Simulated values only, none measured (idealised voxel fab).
The process module that follows is named voxel gate over fins.
In the cross-section labelled cut, the width is 280 nm and each square cell is 5 nm.
The cross-sections in this document take the form of a grid made of square cells. They are written out as bands, in order from top to bottom. Each band consists of one or more rows of cells. For a band, the entry starts with two heights in nm, that of the top and then that of the bottom, and carries on with the band's materials in order from left to right, each alongside its width in nm; the word "throughout" beside a single material means it fills the band edge to edge, and "air" means empty space. All heights in this document are referenced to 0, defined as the level beneath which the wafer, as received, consists entirely of one material. The lowest band is not bounded below; it extends indefinitely downward and is written in the form "0 nm and below". Width "30..40": first value at the band's top row of cells, second value at its bottom row, equal change from row to row. "no alteration" -> step changed no cross-section cell. If an empty space has no open way to the top and is at least 8 cells in size, "Closed void list" lists it, written width x height at distance, where distance is measured from the left edge and every value is in nm. Note: text after step settings on the step line = simulator remark on that step. Steps that use a mask can have "overlay nm" on their line. It says how far the mask sat to the right of where it was meant to be. Negative means to the left.
### This section lists the process steps that were planned
- 1: RECEIVE,material Si
- 2: CONFORMAL_DEP,material SiN,thk nm 10
- 3: DIRECTIONAL_DEP,material aC,thk nm 15
- 4: PATTERN,tone cover,mask id FINS,material resist,width nm 15,pitch nm 50,thk nm 30,overlay nm 0
- 5: DIRECTIONAL_ETCH,etch materials aC,depth nm 15
- 6: STRIP,etch materials resist
- 7: DIRECTIONAL_ETCH,etch materials SiN,depth nm 10
- 8: DIRECTIONAL_ETCH,etch materials Si,depth nm 30
- 9: STRIP,etch materials aC
- 10: OXIDIZE,depth nm 5
- 11: FILL_DEP,material SiO2,thk nm 15
- 12: CMP,height nm 10
- 13: MASKED_ETCH,tone open,mask id RAIL,width nm 15,etch materials SiO2,depth nm 35,overlay nm 0
- 14: CONFORMAL_DEP,material TiN,thk nm 5
- 15: FILL_DEP,material W,thk nm 5
- 16: CMP,height nm 10
- 17: SELECTIVE_ETCH,etch materials W Ru TiN,depth nm 25
- 18: FILL_DEP,material SiO2,thk nm 5
- 19: CMP,height nm 10
- 20: SELECTIVE_ETCH,etch materials SiO2,depth nm 20
- 21: STRIP,etch materials SiN
- 22: CONFORMAL_DEP,material HfO2,thk nm 5
- 23: CONFORMAL_DEP,material TiN,thk nm 5
- 24: FILL_DEP,material W,thk nm 15
- 25: CMP,height nm 20
- 26: CONFORMAL_DEP,material SiN,thk nm 5
### First of two wafers, processed according to plan
### Cross-section of the incoming wafer, state after step 1
> 0 nm and below  Si throughout
> Closed void list: none
### State of the wafer after step 2, shown in cross-section
> 10 nm to 0 nm  SiN throughout
> All layers under 0 are left as they were.
### State of the wafer after step 3, shown in cross-section
> 25 nm to 10 nm  aC throughout
> All layers under 10 are left as they were.
### State of the wafer after step 4, shown in cross-section
> 55 nm to 25 nm  air 55 nm; resist 15 nm; air 35 nm; resist 15 nm; air 35 nm; resist 15 nm; air 35 nm; resist 15 nm; air 60 nm
> All layers under 25 are left as they were.
### State of the wafer after step 5, shown in cross-section
> 40 nm to 25 nm  air 55 nm; resist 15 nm; air 35 nm; resist 15 nm; air 35 nm; resist 15 nm; air 35 nm; resist 15 nm; air 60 nm
> 25 nm to 10 nm  air 55 nm; aC 15 nm; air 35 nm; aC 15 nm; air 35 nm; aC 15 nm; air 35 nm; aC 15 nm; air 60 nm
> All layers under 10 are left as they were.
### State of the wafer after step 6, shown in cross-section
> 25 nm to 10 nm  air 55 nm; aC 15 nm; air 35 nm; aC 15 nm; air 35 nm; aC 15 nm; air 35 nm; aC 15 nm; air 60 nm
> All layers under 10 are left as they were.
### State of the wafer after step 7, shown in cross-section
> 25 nm to 10 nm  air 55 nm; aC 15 nm; air 35 nm; aC 15 nm; air 35 nm; aC 15 nm; air 35 nm; aC 15 nm; air 60 nm
> 10 nm to 0 nm  air 55 nm; SiN 15 nm; air 35 nm; SiN 15 nm; air 35 nm; SiN 15 nm; air 35 nm; SiN 15 nm; air 60 nm
> All layers under 0 are left as they were.
### State of the wafer after step 8, shown in cross-section
> 25 nm to 10 nm  air 55 nm; aC 15 nm; air 35 nm; aC 15 nm; air 35 nm; aC 15 nm; air 35 nm; aC 15 nm; air 60 nm
> 10 nm to 0 nm  air 55 nm; SiN 15 nm; air 35 nm; SiN 15 nm; air 35 nm; SiN 15 nm; air 35 nm; SiN 15 nm; air 60 nm
> 0 nm to -30 nm  air 55 nm; Si 15 nm; air 35 nm; Si 15 nm; air 35 nm; Si 15 nm; air 35 nm; Si 15 nm; air 60 nm
> All layers under -30 are left as they were.
### State of the wafer after step 9, shown in cross-section
> 10 nm to 0 nm  air 55 nm; SiN 15 nm; air 35 nm; SiN 15 nm; air 35 nm; SiN 15 nm; air 35 nm; SiN 15 nm; air 60 nm
> All layers under 0 are left as they were.
### State of the wafer after step 10, shown in cross-section
> 10 nm to 0 nm  air 55 nm; SiN 15 nm; air 35 nm; SiN 15 nm; air 35 nm; SiN 15 nm; air 35 nm; SiN 15 nm; air 60 nm
> 0 nm to -30 nm  air 55 nm; SiO2 5 nm; Si 5 nm; SiO2 5 nm; air 35 nm; SiO2 5 nm; Si 5 nm; SiO2 5 nm; air 35 nm; SiO2 5 nm; Si 5 nm; SiO2 5 nm; air 35 nm; SiO2 5 nm; Si 5 nm; SiO2 5 nm; air 60 nm
> -30 nm to -35 nm  SiO2 60 nm; Si 5 nm; SiO2 45 nm; Si 5 nm; SiO2 45 nm; Si 5 nm; SiO2 45 nm; Si 5 nm; SiO2 65 nm
> All layers under -35 are left as they were.
### State of the wafer after step 11, shown in cross-section
> 25 nm to 10 nm  SiO2 throughout
> 10 nm to 0 nm  SiO2 55 nm; SiN 15 nm; SiO2 35 nm; SiN 15 nm; SiO2 35 nm; SiN 15 nm; SiO2 35 nm; SiN 15 nm; SiO2 60 nm
> 0 nm to -35 nm  SiO2 60 nm; Si 5 nm; SiO2 45 nm; Si 5 nm; SiO2 45 nm; Si 5 nm; SiO2 45 nm; Si 5 nm; SiO2 65 nm
> All layers under -35 are left as they were.
### State of the wafer after step 12, shown in cross-section
> 10 nm to 0 nm  SiO2 55 nm; SiN 15 nm; SiO2 35 nm; SiN 15 nm; SiO2 35 nm; SiN 15 nm; SiO2 35 nm; SiN 15 nm; SiO2 60 nm
> All layers under 0 are left as they were.
### State of the wafer after step 13, shown in cross-section
> 10 nm to 0 nm  SiO2 55 nm; SiN 15 nm; SiO2 10 nm; air 15 nm; SiO2 10 nm; SiN 15 nm; SiO2 35 nm; SiN 15 nm; SiO2 35 nm; SiN 15 nm; SiO2 60 nm
> 0 nm to -25 nm  SiO2 60 nm; Si 5 nm; SiO2 15 nm; air 15 nm; SiO2 15 nm; Si 5 nm; SiO2 45 nm; Si 5 nm; SiO2 45 nm; Si 5 nm; SiO2 65 nm
> All layers under -25 are left as they were.
### State of the wafer after step 14, shown in cross-section
> 15 nm to 10 nm  TiN 85 nm; air 5 nm; TiN 190 nm
> 10 nm to 0 nm  SiO2 55 nm; SiN 15 nm; SiO2 10 nm; TiN 5 nm; air 5 nm; TiN 5 nm; SiO2 10 nm; SiN 15 nm; SiO2 35 nm; SiN 15 nm; SiO2 35 nm; SiN 15 nm; SiO2 60 nm
> 0 nm to -20 nm  SiO2 60 nm; Si 5 nm; SiO2 15 nm; TiN 5 nm; air 5 nm; TiN 5 nm; SiO2 15 nm; Si 5 nm; SiO2 45 nm; Si 5 nm; SiO2 45 nm; Si 5 nm; SiO2 65 nm
> -20 nm to -25 nm  SiO2 60 nm; Si 5 nm; SiO2 15 nm; TiN 15 nm; SiO2 15 nm; Si 5 nm; SiO2 45 nm; Si 5 nm; SiO2 45 nm; Si 5 nm; SiO2 65 nm
> All layers under -25 are left as they were.
### State of the wafer after step 15, shown in cross-section
> 20 nm to 15 nm  W throughout
> 15 nm to 10 nm  TiN 85 nm; W 5 nm; TiN 190 nm
> 10 nm to 0 nm  SiO2 55 nm; SiN 15 nm; SiO2 10 nm; TiN 5 nm; W 5 nm; TiN 5 nm; SiO2 10 nm; SiN 15 nm; SiO2 35 nm; SiN 15 nm; SiO2 35 nm; SiN 15 nm; SiO2 60 nm
> 0 nm to -20 nm  SiO2 60 nm; Si 5 nm; SiO2 15 nm; TiN 5 nm; W 5 nm; TiN 5 nm; SiO2 15 nm; Si 5 nm; SiO2 45 nm; Si 5 nm; SiO2 45 nm; Si 5 nm; SiO2 65 nm
> All layers under -20 are left as they were.
### State of the wafer after step 16, shown in cross-section
> 10 nm to 0 nm  SiO2 55 nm; SiN 15 nm; SiO2 10 nm; TiN 5 nm; W 5 nm; TiN 5 nm; SiO2 10 nm; SiN 15 nm; SiO2 35 nm; SiN 15 nm; SiO2 35 nm; SiN 15 nm; SiO2 60 nm
> All layers under 0 are left as they were.
### State of the wafer after step 17, shown in cross-section
> 10 nm to 0 nm  SiO2 55 nm; SiN 15 nm; SiO2 10 nm; air 15 nm; SiO2 10 nm; SiN 15 nm; SiO2 35 nm; SiN 15 nm; SiO2 35 nm; SiN 15 nm; SiO2 60 nm
> 0 nm to -15 nm  SiO2 60 nm; Si 5 nm; SiO2 15 nm; air 15 nm; SiO2 15 nm; Si 5 nm; SiO2 45 nm; Si 5 nm; SiO2 45 nm; Si 5 nm; SiO2 65 nm
> All layers under -15 are left as they were.
### State of the wafer after step 18, shown in cross-section
> 15 nm to 10 nm  SiO2 throughout
> 10 nm to 0 nm  SiO2 55 nm; SiN 15 nm; SiO2 35 nm; SiN 15 nm; SiO2 35 nm; SiN 15 nm; SiO2 35 nm; SiN 15 nm; SiO2 60 nm
> 0 nm to -15 nm  SiO2 60 nm; Si 5 nm; SiO2 45 nm; Si 5 nm; SiO2 45 nm; Si 5 nm; SiO2 45 nm; Si 5 nm; SiO2 65 nm
> All layers under -15 are left as they were.
### State of the wafer after step 19, shown in cross-section
> 10 nm to 0 nm  SiO2 55 nm; SiN 15 nm; SiO2 35 nm; SiN 15 nm; SiO2 35 nm; SiN 15 nm; SiO2 35 nm; SiN 15 nm; SiO2 60 nm
> All layers under 0 are left as they were.
### State of the wafer after step 20, shown in cross-section
> 10 nm to 0 nm  air 55 nm; SiN 15 nm; air 35 nm; SiN 15 nm; air 35 nm; SiN 15 nm; air 35 nm; SiN 15 nm; air 60 nm
> 0 nm to -10 nm  air 60 nm; Si 5 nm; air 45 nm; Si 5 nm; air 45 nm; Si 5 nm; air 45 nm; Si 5 nm; air 65 nm
> All layers under -10 are left as they were.
### State of the wafer after step 21, shown in cross-section
> 0 nm to -10 nm  air 60 nm; Si 5 nm; air 45 nm; Si 5 nm; air 45 nm; Si 5 nm; air 45 nm; Si 5 nm; air 65 nm
> All layers under -10 are left as they were.
### State of the wafer after step 22, shown in cross-section
> 5 nm to 0 nm  air 55 nm; HfO2 15 nm; air 35 nm; HfO2 15 nm; air 35 nm; HfO2 15 nm; air 35 nm; HfO2 15 nm; air 60 nm
> 0 nm to -5 nm  air 55 nm; HfO2 5 nm; Si 5 nm; HfO2 5 nm; air 35 nm; HfO2 5 nm; Si 5 nm; HfO2 5 nm; air 35 nm; HfO2 5 nm; Si 5 nm; HfO2 5 nm; air 35 nm; HfO2 5 nm; Si 5 nm; HfO2 5 nm; air 60 nm
> -5 nm to -10 nm  HfO2 60 nm; Si 5 nm; HfO2 45 nm; Si 5 nm; HfO2 45 nm; Si 5 nm; HfO2 45 nm; Si 5 nm; HfO2 65 nm
> All layers under -10 are left as they were.
### State of the wafer after step 23, shown in cross-section
> 10 nm to 5 nm  air 50 nm; TiN 25 nm; air 25 nm; TiN 25 nm; air 25 nm; TiN 25 nm; air 25 nm; TiN 25 nm; air 55 nm
> 5 nm to 0 nm  air 50 nm; TiN 5 nm; HfO2 15 nm; TiN 5 nm; air 25 nm; TiN 5 nm; HfO2 15 nm; TiN 5 nm; air 25 nm; TiN 5 nm; HfO2 15 nm; TiN 5 nm; air 25 nm; TiN 5 nm; HfO2 15 nm; TiN 5 nm; air 55 nm
> 0 nm to -5 nm  TiN 55 nm; HfO2 5 nm; Si 5 nm; HfO2 5 nm; TiN 35 nm; HfO2 5 nm; Si 5 nm; HfO2 5 nm; TiN 35 nm; HfO2 5 nm; Si 5 nm; HfO2 5 nm; TiN 35 nm; HfO2 5 nm; Si 5 nm; HfO2 5 nm; TiN 60 nm
> All layers under -5 are left as they were.
### State of the wafer after step 24, shown in cross-section
> 25 nm to 10 nm  W throughout
> 10 nm to 5 nm  W 50 nm; TiN 25 nm; W 25 nm; TiN 25 nm; W 25 nm; TiN 25 nm; W 25 nm; TiN 25 nm; W 55 nm
> 5 nm to 0 nm  W 50 nm; TiN 5 nm; HfO2 15 nm; TiN 5 nm; W 25 nm; TiN 5 nm; HfO2 15 nm; TiN 5 nm; W 25 nm; TiN 5 nm; HfO2 15 nm; TiN 5 nm; W 25 nm; TiN 5 nm; HfO2 15 nm; TiN 5 nm; W 55 nm
> All layers under 0 are left as they were.
### State of the wafer after step 25, shown in cross-section
> 20 nm to 10 nm  W throughout
> All layers under 10 are left as they were.
### State of the wafer after step 26, shown in cross-section
> 25 nm to 20 nm  SiN throughout
> All layers under 20 are left as they were.
### The remaining wafer, second of the two, started like the first and was run to the same plan, except that one mistake was made along the way; the two coincide through step 12, inclusive
### Look at the second wafer in cross-section at the time step 13 ought to have finished
> 10 nm to 0 nm  SiO2 55 nm; SiN 15 nm; SiO2 5 nm; air 25 nm; SiO2 5 nm; SiN 15 nm; SiO2 35 nm; SiN 15 nm; SiO2 35 nm; SiN 15 nm; SiO2 60 nm
> 0 nm to -25 nm  SiO2 60 nm; Si 5 nm; SiO2 10 nm; air 25 nm; SiO2 10 nm; Si 5 nm; SiO2 45 nm; Si 5 nm; SiO2 45 nm; Si 5 nm; SiO2 65 nm
> All layers under -25 are left as they were.
### Look at the second wafer in cross-section at the time step 14 ought to have finished
> 15 nm to 10 nm  TiN 80 nm; air 15 nm; TiN 185 nm
> 10 nm to 0 nm  SiO2 55 nm; SiN 15 nm; SiO2 5 nm; TiN 5 nm; air 15 nm; TiN 5 nm; SiO2 5 nm; SiN 15 nm; SiO2 35 nm; SiN 15 nm; SiO2 35 nm; SiN 15 nm; SiO2 60 nm
> 0 nm to -20 nm  SiO2 60 nm; Si 5 nm; SiO2 10 nm; TiN 5 nm; air 15 nm; TiN 5 nm; SiO2 10 nm; Si 5 nm; SiO2 45 nm; Si 5 nm; SiO2 45 nm; Si 5 nm; SiO2 65 nm
> -20 nm to -25 nm  SiO2 60 nm; Si 5 nm; SiO2 10 nm; TiN 25 nm; SiO2 10 nm; Si 5 nm; SiO2 45 nm; Si 5 nm; SiO2 45 nm; Si 5 nm; SiO2 65 nm
> All layers under -25 are left as they were.
### Look at the second wafer in cross-section at the time step 15 ought to have finished
> 20 nm to 15 nm  W throughout
> 15 nm to 10 nm  TiN 80 nm; W 15 nm; TiN 185 nm
> 10 nm to 0 nm  SiO2 55 nm; SiN 15 nm; SiO2 5 nm; TiN 5 nm; W 15 nm; TiN 5 nm; SiO2 5 nm; SiN 15 nm; SiO2 35 nm; SiN 15 nm; SiO2 35 nm; SiN 15 nm; SiO2 60 nm
> 0 nm to -20 nm  SiO2 60 nm; Si 5 nm; SiO2 10 nm; TiN 5 nm; W 15 nm; TiN 5 nm; SiO2 10 nm; Si 5 nm; SiO2 45 nm; Si 5 nm; SiO2 45 nm; Si 5 nm; SiO2 65 nm
> All layers under -20 are left as they were.
### Look at the second wafer in cross-section at the time step 16 ought to have finished
> 10 nm to 0 nm  SiO2 55 nm; SiN 15 nm; SiO2 5 nm; TiN 5 nm; W 15 nm; TiN 5 nm; SiO2 5 nm; SiN 15 nm; SiO2 35 nm; SiN 15 nm; SiO2 35 nm; SiN 15 nm; SiO2 60 nm
> All layers under 0 are left as they were.
### Look at the second wafer in cross-section at the time step 17 ought to have finished
> 10 nm to 0 nm  SiO2 55 nm; SiN 15 nm; SiO2 5 nm; air 25 nm; SiO2 5 nm; SiN 15 nm; SiO2 35 nm; SiN 15 nm; SiO2 35 nm; SiN 15 nm; SiO2 60 nm
> 0 nm to -15 nm  SiO2 60 nm; Si 5 nm; SiO2 10 nm; air 25 nm; SiO2 10 nm; Si 5 nm; SiO2 45 nm; Si 5 nm; SiO2 45 nm; Si 5 nm; SiO2 65 nm
> All layers under -15 are left as they were.
### Look at the second wafer in cross-section at the time step 18 ought to have finished
> 15 nm to 10 nm  SiO2 throughout
> 10 nm to 0 nm  SiO2 55 nm; SiN 15 nm; SiO2 35 nm; SiN 15 nm; SiO2 35 nm; SiN 15 nm; SiO2 35 nm; SiN 15 nm; SiO2 60 nm
> 0 nm to -15 nm  SiO2 60 nm; Si 5 nm; SiO2 45 nm; Si 5 nm; SiO2 45 nm; Si 5 nm; SiO2 45 nm; Si 5 nm; SiO2 65 nm
> All layers under -15 are left as they were.
### Look at the second wafer in cross-section at the time step 19 ought to have finished
> 10 nm to 0 nm  SiO2 55 nm; SiN 15 nm; SiO2 35 nm; SiN 15 nm; SiO2 35 nm; SiN 15 nm; SiO2 35 nm; SiN 15 nm; SiO2 60 nm
> All layers under 0 are left as they were.
### Look at the second wafer in cross-section at the time step 20 ought to have finished
> 10 nm to 0 nm  air 55 nm; SiN 15 nm; air 35 nm; SiN 15 nm; air 35 nm; SiN 15 nm; air 35 nm; SiN 15 nm; air 60 nm
> 0 nm to -10 nm  air 60 nm; Si 5 nm; air 45 nm; Si 5 nm; air 45 nm; Si 5 nm; air 45 nm; Si 5 nm; air 65 nm
> All layers under -10 are left as they were.
### Look at the second wafer in cross-section at the time step 21 ought to have finished
> 0 nm to -10 nm  air 60 nm; Si 5 nm; air 45 nm; Si 5 nm; air 45 nm; Si 5 nm; air 45 nm; Si 5 nm; air 65 nm
> All layers under -10 are left as they were.
### Look at the second wafer in cross-section at the time step 22 ought to have finished
> 5 nm to 0 nm  air 55 nm; HfO2 15 nm; air 35 nm; HfO2 15 nm; air 35 nm; HfO2 15 nm; air 35 nm; HfO2 15 nm; air 60 nm
> 0 nm to -5 nm  air 55 nm; HfO2 5 nm; Si 5 nm; HfO2 5 nm; air 35 nm; HfO2 5 nm; Si 5 nm; HfO2 5 nm; air 35 nm; HfO2 5 nm; Si 5 nm; HfO2 5 nm; air 35 nm; HfO2 5 nm; Si 5 nm; HfO2 5 nm; air 60 nm
> -5 nm to -10 nm  HfO2 60 nm; Si 5 nm; HfO2 45 nm; Si 5 nm; HfO2 45 nm; Si 5 nm; HfO2 45 nm; Si 5 nm; HfO2 65 nm
> All layers under -10 are left as they were.
### Look at the second wafer in cross-section at the time step 23 ought to have finished
> 10 nm to 5 nm  air 50 nm; TiN 25 nm; air 25 nm; TiN 25 nm; air 25 nm; TiN 25 nm; air 25 nm; TiN 25 nm; air 55 nm
> 5 nm to 0 nm  air 50 nm; TiN 5 nm; HfO2 15 nm; TiN 5 nm; air 25 nm; TiN 5 nm; HfO2 15 nm; TiN 5 nm; air 25 nm; TiN 5 nm; HfO2 15 nm; TiN 5 nm; air 25 nm; TiN 5 nm; HfO2 15 nm; TiN 5 nm; air 55 nm
> 0 nm to -5 nm  TiN 55 nm; HfO2 5 nm; Si 5 nm; HfO2 5 nm; TiN 35 nm; HfO2 5 nm; Si 5 nm; HfO2 5 nm; TiN 35 nm; HfO2 5 nm; Si 5 nm; HfO2 5 nm; TiN 35 nm; HfO2 5 nm; Si 5 nm; HfO2 5 nm; TiN 60 nm
> All layers under -5 are left as they were.
### Look at the second wafer in cross-section at the time step 24 ought to have finished
> 25 nm to 10 nm  W throughout
> 10 nm to 5 nm  W 50 nm; TiN 25 nm; W 25 nm; TiN 25 nm; W 25 nm; TiN 25 nm; W 25 nm; TiN 25 nm; W 55 nm
> 5 nm to 0 nm  W 50 nm; TiN 5 nm; HfO2 15 nm; TiN 5 nm; W 25 nm; TiN 5 nm; HfO2 15 nm; TiN 5 nm; W 25 nm; TiN 5 nm; HfO2 15 nm; TiN 5 nm; W 25 nm; TiN 5 nm; HfO2 15 nm; TiN 5 nm; W 55 nm
> All layers under 0 are left as they were.
### Look at the second wafer in cross-section at the time step 25 ought to have finished
> 20 nm to 10 nm  W throughout
> All layers under 10 are left as they were.
### Look at the second wafer in cross-section at the time step 26 ought to have finished
> 25 nm to 20 nm  SiN throughout
> All layers under 20 are left as they were.
In executing the process, a mistake was made relative to the plan: step 13 did not use the planned setting and instead ran as MASKED_ETCH,tone open,mask id RAIL,width nm 25,etch materials SiO2,depth nm 35,overlay nm 0
Bottom line after processing is that, in cells, the second wafer is up or down on some materials versus the first: SiO2 -4, TiN +2, W +2
